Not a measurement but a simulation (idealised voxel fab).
The following process module bears the name voxel spacer lines.
The cross-section shown here is cut; it is 295 nm wide and divided into square cells measuring 5 nm on a side.
This document writes a cross-section as a grid whose cells are square, and gives it as bands, listed from the top down; one or more rows of cells form a band. Band: top and bottom heights (nm) first, top before bottom; then materials from left to right, widths in nm. "throughout" marks a sole material filling the band edge to edge. "air" denotes empty space. Note: height 0 marks the level under which the wafer is uniformly one material as received. Lowest band unbounded below, written "0 -> down". Width spec "30 to 40" -> top row of cells at first value, bottom row at second value, equal per-row change in between. Any step labelled "remained unchanged" changed none of the cells in the cross-section. Empty spaces without an open route to the top, at least 8 cells in extent, make up the entry "Voids lacking openings"; each is given as width x height at distance, where the distance is measured from the left edge, and all are in nm. On each step's line, the part that comes after the settings is the simulator's own comment on the step. overlay nm: where the mask lay relative to plan, measured to the right, on steps with a mask; negatives go left.
[The process steps that were planned are listed below]
1) op RECEIVE | material Si
2) op CONFORMAL_DEP | material Al2O3 | thk nm 5
3) op DIRECTIONAL_DEP | material polySi | thk nm 10
4) op DIRECTIONAL_DEP | material aC | thk nm 25
5) op PATTERN | tone cover | mask id MANDREL | material resist | width nm 20 | pitch nm 60 | thk nm 35 | overlay nm 0
6) op DIRECTIONAL_ETCH | etch materials aC | depth nm 25
7) op STRIP | etch materials resist
8) op CONFORMAL_DEP | material SiO2 | thk nm 10
9) op DIRECTIONAL_ETCH | etch materials SiO2 | depth nm 10
10) op STRIP | etch materials aC
11) op DIRECTIONAL_ETCH | etch materials polySi | depth nm 10
12) op STRIP | etch materials SiO2
13) op FILL_DEP | material lowk | thk nm 5
14) op CMP | height nm 15
[As-received state of the wafer in cross-section, equivalent to post-step 1]
- 0 -> down = Si throughout
- Voids lacking openings: none
[Result of the module, cross-sectioned: start per above, plan per above, one error in how it was run]
- 15 -> 10 = lowk throughout
- 10 -> 0 = 65 nm lowk, then 10 nm polySi, then 20 nm lowk, then 10 nm polySi, then 20 nm lowk, then 10 nm polySi, then 20 nm lowk, then 10 nm polySi, then 20 nm lowk, then 10 nm polySi, then 20 nm lowk, then 10 nm polySi, then 70 nm lowk
- 0 -> down = Si throughout
- Voids lacking openings: none
What was the processing mistake? it should be noted that step 2 of the plan was omitted and was not performed
